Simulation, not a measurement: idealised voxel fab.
Process module under the name voxel gate over fins
Xsec cut, 220 nm wide, square cell size 5 nm.
For the purposes of this document, a cross-section shall be understood as a grid of square cells, specified as bands listed in top-to-bottom order, each band consisting of one or more rows of cells. Band: top and bottom heights (nm) first, top before bottom; then materials from left to right, widths in nm. "everywhere" marks a sole material filling the band edge to edge. "air" denotes empty space. For the purposes of this specification, 0 denotes the height below which the wafer in its as-received condition is composed wholly of one material, and the lowermost band, lacking a lower limit, extends downward without end, as expressed in "top 0, no bottom". So if you see something like "30->40" for the width, read it as the top row of the band sitting at the first number and the bottom row at the second, with every row in between moving by the same amount as the last. It should be understood that the words "no change", when stated for a given step, signify that the cross-section underwent no change in any of its cells during that step. Voids not open to the top, 8 cells minimum: see "Enclosed void inventory". Written width x height at distance; distance is from the left edge; nm. What comes after the settings on a step's line is commentary from the simulator itself on that step. "overlay nm", when on a step's line for a step with a mask, measures how far to the right of its planned place the mask lay; a negative measure means to the left.
## The process steps that were planned are listed below
1. RECEIVE,material Si
2. CONFORMAL_DEP,material SiN,thk nm 5
3. DIRECTIONAL_DEP,material aC,thk nm 10
4. PATTERN,tone cover,mask id FINS,material resist,width nm 15,pitch nm 40,thk nm 25,overlay nm 0
5. DIRECTIONAL_ETCH,etch materials aC,depth nm 10
6. STRIP,etch materials resist
7. DIRECTIONAL_ETCH,etch materials SiN,depth nm 5
8. DIRECTIONAL_ETCH,etch materials Si,depth nm 40
9. STRIP,etch materials aC
10. OXIDIZE,depth nm 5
11. FILL_DEP,material SiO2,thk nm 5
12. CMP,height nm 5
13. SELECTIVE_ETCH,etch materials SiO2,depth nm 15
14. STRIP,etch materials SiN
15. CONFORMAL_DEP,material HfO2,thk nm 5
16. CONFORMAL_DEP,material TiN,thk nm 5
17. CONFORMAL_DEP,material TiAl,thk nm 5
18. CONFORMAL_DEP,material TiN,thk nm 5
19. FILL_DEP,material W,thk nm 10
20. CMP,height nm 25
21. CONFORMAL_DEP,material SiCN,thk nm 10
## The cross-section here shows the wafer as received, i.e. in its state after step 1
    top 0, no bottom = Si everywhere
    Enclosed void inventory: none
## Looking at the first of two wafers in cross-section at end of module - ran to plan
    top 35, bottom 25 = SiCN everywhere
    top 25, bottom 20 = W everywhere
    top 20, bottom 15 = W 25  TiN 165  W 30
    top 15, bottom 10 = W 25  TiN 5  TiAl 35  TiN 5  TiAl 35  TiN 5  TiAl 35  TiN 5  TiAl 35  TiN 5  W 30
    top 10, bottom 5 = TiN 30  TiAl 5  TiN 25  TiAl 5  TiN 5  TiAl 5  TiN 25  TiAl 5  TiN 5  TiAl 5  TiN 25  TiAl 5  TiN 5  TiAl 5  TiN 25  TiAl 5  TiN 35
    top 5, bottom 0 = TiAl 35  TiN 5  HfO2 15  TiN 5  TiAl 15  TiN 5  HfO2 15  TiN 5  TiAl 15  TiN 5  HfO2 15  TiN 5  TiAl 15  TiN 5  HfO2 15  TiN 5  TiAl 40
    top 0, bottom -5 = TiN 40  HfO2 5  Si 5  HfO2 5  TiN 25  HfO2 5  Si 5  HfO2 5  TiN 25  HfO2 5  Si 5  HfO2 5  TiN 25  HfO2 5  Si 5  HfO2 5  TiN 45
    top -5, bottom -10 = HfO2 45  Si 5  HfO2 35  Si 5  HfO2 35  Si 5  HfO2 35  Si 5  HfO2 50
    top -10, bottom -45 = SiO2 45  Si 5  SiO2 35  Si 5  SiO2 35  Si 5  SiO2 35  Si 5  SiO2 50
    top -45, no bottom = Si everywhere
    Enclosed void inventory: none
## Here is the second of the two wafers cut open at the end of the module - same start, same plan as the first one, but we made one mistake running it
    top 35, bottom 25 = SiCN everywhere
    top 25, bottom 20 = W everywhere
    top 20, bottom 15 = W 25  TiN 165  W 30
    top 15, bottom 10 = W 25  TiN 5  TiAl 35  TiN 5  TiAl 35  TiN 5  TiAl 35  TiN 5  TiAl 35  TiN 5  W 30
    top 10, bottom 5 = W 25  TiN 5  TiAl 5  TiN 25  TiAl 5  TiN 5  TiAl 5  TiN 25  TiAl 5  TiN 5  TiAl 5  TiN 25  TiAl 5  TiN 5  TiAl 5  TiN 25  TiAl 5  TiN 5  W 30
    top 5, bottom 0 = W 25  TiN 5  TiAl 5  TiN 5  HfO2 15  TiN 5  TiAl 5  TiN 5  TiAl 5  TiN 5  HfO2 15  TiN 5  TiAl 5  TiN 5  TiAl 5  TiN 5  HfO2 15  TiN 5  TiAl 5  TiN 5  TiAl 5  TiN 5  HfO2 15  TiN 5  TiAl 5  TiN 5  W 30
    top 0, bottom -5 = W 25  TiN 5  TiAl 5  TiN 5  HfO2 5  Si 5  HfO2 5  TiN 5  TiAl 5  TiN 5  TiAl 5  TiN 5  HfO2 5  Si 5  HfO2 5  TiN 5  TiAl 5  TiN 5  TiAl 5  TiN 5  HfO2 5  Si 5  HfO2 5  TiN 5  TiAl 5  TiN 5  TiAl 5  TiN 5  HfO2 5  Si 5  HfO2 5  TiN 5  TiAl 5  TiN 5  W 30
    top -5, bottom -10 = TiN 30  TiAl 5  TiN 5  HfO2 5  Si 5  HfO2 5  TiN 5  TiAl 5  TiN 5  TiAl 5  TiN 5  HfO2 5  Si 5  HfO2 5  TiN 5  TiAl 5  TiN 5  TiAl 5  TiN 5  HfO2 5  Si 5  HfO2 5  TiN 5  TiAl 5  TiN 5  TiAl 5  TiN 5  HfO2 5  Si 5  HfO2 5  TiN 5  TiAl 5  TiN 35
    top -10, bottom -15 = TiAl 35  TiN 5  HfO2 5  Si 5  HfO2 5  TiN 5  TiAl 15  TiN 5  HfO2 5  Si 5  HfO2 5  TiN 5  TiAl 15  TiN 5  HfO2 5  Si 5  HfO2 5  TiN 5  TiAl 15  TiN 5  HfO2 5  Si 5  HfO2 5  TiN 5  TiAl 40
    top -15, bottom -20 = TiN 40  HfO2 5  Si 5  HfO2 5  TiN 25  HfO2 5  Si 5  HfO2 5  TiN 25  HfO2 5  Si 5  HfO2 5  TiN 25  HfO2 5  Si 5  HfO2 5  TiN 45
    top -20, bottom -25 = HfO2 45  Si 5  HfO2 35  Si 5  HfO2 35  Si 5  HfO2 35  Si 5  HfO2 50
    top -25, bottom -45 = SiO2 45  Si 5  SiO2 35  Si 5  SiO2 35  Si 5  SiO2 35  Si 5  SiO2 50
    top -45, no bottom = Si everywhere
    Enclosed void inventory: none
Heads up, the wafer didn't run the way we planned it: step 13 from the plan got run twice
Cell-count delta at end, second wafer over first, by material: HfO2 +24, SiO2 -120, TiAl +24, TiN +39, W +33
